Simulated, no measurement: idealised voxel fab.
You're looking at the process module voxel fin reveal.
Xsec cut, 205 nm wide, square cell size 5 nm.
Bands, listed from the top down, are how a cross-section gets written in this document; the cross-section itself is a grid of square cells, and a band is one or more rows of them. First you get the band's top height and its bottom height, in nm, and then the materials it's made of, left to right, with each width in nm. If you see a single material with "full width", that one covers the band edge to edge. "blank" is empty space. Heights from 0 (as-received wafer is one material below). Bottom band endless downward, as "0..down". With a width like "30->40", each row of cells in the band differs from the next by the same amount, the top row carrying the first number and the bottom row the second. Step marked "remained the same"? Then no cell in the cross-section changed in it. The list in "Closed internal cavities" covers empty spaces of 8 cells or more that cannot reach the top through any open way, and it gives each as width x height at distance; the distance is from the left edge, and width, height and distance are in nm. after a step's settings: what the simulator itself notes on the step. The setting "overlay nm" may be written on the line of a step. When the step uses a mask, the value reports how far to the right of the planned place the mask lay, and a negative value reports that it lay to the left.
Steps planned for the process:
step 1: RECEIVE: material Si
step 2: CONFORMAL_DEP: material SiN, thk nm 5
step 3: DIRECTIONAL_DEP: material aC, thk nm 10
step 4: PATTERN: tone cover, mask id FINS, material resist, width nm 15, pitch nm 40, thk nm 25, overlay nm 0
step 5: DIRECTIONAL_ETCH: etch materials aC, depth nm 10
step 6: STRIP: etch materials resist
step 7: DIRECTIONAL_ETCH: etch materials SiN, depth nm 5
step 8: DIRECTIONAL_ETCH: etch materials Si, depth nm 35
step 9: STRIP: etch materials aC
step 10: OXIDIZE: depth nm 5
step 11: FILL_DEP: material SiO2, thk nm 5
step 12: CMP: height nm 5
step 13: SELECTIVE_ETCH: etch materials SiO2, depth nm 15
step 14: STRIP: etch materials SiN
step 15: CONFORMAL_DEP: material SiO2, thk nm 5
As-received state of the wafer in cross-section, equivalent to post-step 1:
  0..down  Si full width
  Closed internal cavities: none
The following cross-section depicts the wafer upon conclusion of the module. Processing commenced from the starting condition illustrated above and adhered to the plan illustrated above, save for one mistake in execution:
  5..0  blank 30; SiO2 15; blank 25; SiO2 15; blank 25; SiO2 15; blank 25; SiO2 15; blank 40
  0..-5  blank 30; SiO2 5; Si 5; SiO2 5; blank 25; SiO2 5; Si 5; SiO2 5; blank 25; SiO2 5; Si 5; SiO2 5; blank 25; SiO2 5; Si 5; SiO2 5; blank 40
  -5..-40  SiO2 35; Si 5; SiO2 35; Si 5; SiO2 35; Si 5; SiO2 35; Si 5; SiO2 45
  -40..down  Si full width
  Closed internal cavities: none
Want to know what went wrong? step 4 ran with different settings than intended, the actual operation and settings being PATTERN: tone cover, mask id FINS, material resist, width nm 15, pitch nm 40, thk nm 25, overlay nm -5
